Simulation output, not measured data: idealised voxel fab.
process module | voxel capacitor over wiring
cross-section cut | 195 nm wide | cells 5 nm
A cross-section is a grid of square cells, given in bands from the top down. A band is one or more rows of cells.
Each band's line starts with the height of the band's top and of its bottom, in nm. Then come its materials from left to right, each with its width in nm. One material with "throughout" fills the band from edge to edge. "air" is empty space.
Height 0 is the level under which the wafer as received is all one material. The lowest band goes on downwards, as in "0 down".
A width such as "30 to 40" changes by the same amount from each row of cells to the next, from the band's top row to its bottom row.
"no change" after a step means that no cell of the cross-section changed.
closed voids: empty space of 8 cells or more with no open way to the top, each as width x height at its distance from the left edge, in nm
after a step's settings: what the simulator itself notes on the step
overlay nm, on a step with a mask: how far to the right of its planned place the mask lay; to the left if negative
plan
1 op RECEIVE | material Si
2 op CONFORMAL_DEP | material SiO2 | thk nm 15
3 op CONFORMAL_DEP | material SiCN | thk nm 5
4 op DIRECTIONAL_DEP | material lowk | thk nm 20
5 op MASKED_ETCH | tone open | mask id METAL_1 | width nm 20 | pitch nm 80 | etch materials lowk | depth nm 20 | overlay nm 0
6 op MASKED_ETCH | tone open | mask id METAL_1 | width nm 20 | pitch nm 80 | etch materials SiCN | depth nm 5 | overlay nm 0
7 op CONFORMAL_DEP | material TiN | thk nm 5
8 op FILL_DEP | material Cu | thk nm 5
9 op CMP | height nm 40
10 op CONFORMAL_DEP | material SiCN | thk nm 5
11 op DIRECTIONAL_DEP | material lowk | thk nm 20
12 op DIRECTIONAL_DEP | material aC | thk nm 10
13 op PATTERN | tone open | mask id PLUG_1 | material resist | width nm 15 | thk nm 25 | overlay nm 0
14 op DIRECTIONAL_ETCH | etch materials aC | depth nm 10
15 op STRIP | etch materials resist
16 op DIRECTIONAL_ETCH | etch materials lowk | depth nm 20
17 op DIRECTIONAL_ETCH | etch materials SiCN | depth nm 5
18 op STRIP | etch materials aC
19 op CONFORMAL_DEP | material TiN | thk nm 5
20 op FILL_DEP | material Ru | thk nm 10
21 op CMP | height nm 65
22 op DIRECTIONAL_DEP | material TiN | thk nm 5
23 op DIRECTIONAL_DEP | material Al2O3 | thk nm 5
24 op DIRECTIONAL_DEP | material TiN | thk nm 10
25 op MASKED_ETCH | tone cover | mask id UPPER_PLATE | width nm 65 | etch materials TiN | depth nm 10 | overlay nm 0
26 op MASKED_ETCH | tone cover | mask id UPPER_PLATE | width nm 65 | etch materials Al2O3 | depth nm 5 | overlay nm 0
27 op MASKED_ETCH | tone cover | mask id LOWER_PLATE | width nm 75 | etch materials TiN | depth nm 5 | overlay nm 0
28 op FILL_DEP | material SiO2 | thk nm 15
29 op CMP | height nm 95
30 op PATTERN | tone open | mask id PLUG_2 | material resist | width nm 15 | thk nm 15 | overlay nm 0
31 op DIRECTIONAL_ETCH | etch materials SiO2 | depth nm 10
32 op STRIP | etch materials resist
33 op CONFORMAL_DEP | material TiN | thk nm 5
34 op FILL_DEP | material W | thk nm 5
35 op CMP | height nm 95
36 op CONFORMAL_DEP | material SiCN | thk nm 5
as received, after step 1
  0 down: Si throughout
  closed voids: none
first wafer at the end, as planned
  100 to 95: SiCN throughout
  95 to 90: SiO2 60 | TiN 5 | W 5 | TiN 5 | SiO2 120
  90 to 85: SiO2 60 | TiN 15 | SiO2 120
  85 to 75: SiO2 50 | TiN 65 | SiO2 80
  75 to 70: SiO2 50 | Al2O3 65 | SiO2 80
  70 to 65: SiO2 45 | TiN 75 | SiO2 75
  65 to 45: lowk 50 | TiN 5 | Ru 5 | TiN 5 | lowk 130
  45 to 40: SiCN 50 | TiN 15 | SiCN 130
  40 to 20: lowk 45 | TiN 5 | Cu 10 | TiN 5 | lowk 60 | TiN 5 | Cu 10 | TiN 5 | lowk 50
  20 to 15: SiCN 45 | TiN 20 | SiCN 60 | TiN 20 | SiCN 50
  15 to 0: SiO2 throughout
  0 down: Si throughout
  closed voids: none
second wafer at the end: like start, like plan, one mistake
  100 to 95: SiCN throughout
  95 to 90: SiO2 60 | TiN 5 | W 5 | TiN 5 | SiO2 120
  90 to 85: SiO2 60 | TiN 15 | SiO2 120
  85 to 80: SiO2 50 | Al2O3 65 | SiO2 80
  80 to 75: SiO2 45 | TiN 75 | SiO2 75
  75 to 65: TiN throughout
  65 to 45: lowk 50 | TiN 5 | Ru 5 | TiN 5 | lowk 130
  45 to 40: SiCN 50 | TiN 15 | SiCN 130
  40 to 20: lowk 45 | TiN 5 | Cu 10 | TiN 5 | lowk 60 | TiN 5 | Cu 10 | TiN 5 | lowk 50
  20 to 15: SiCN 45 | TiN 20 | SiCN 60 | TiN 20 | SiCN 50
  15 to 0: SiO2 throughout
  0 down: Si throughout
  closed voids: none
what went wrong: steps 23 and 24 were swapped
at the end the second wafer has, in cells: 52 fewer of SiO2 | 52 more of TiN
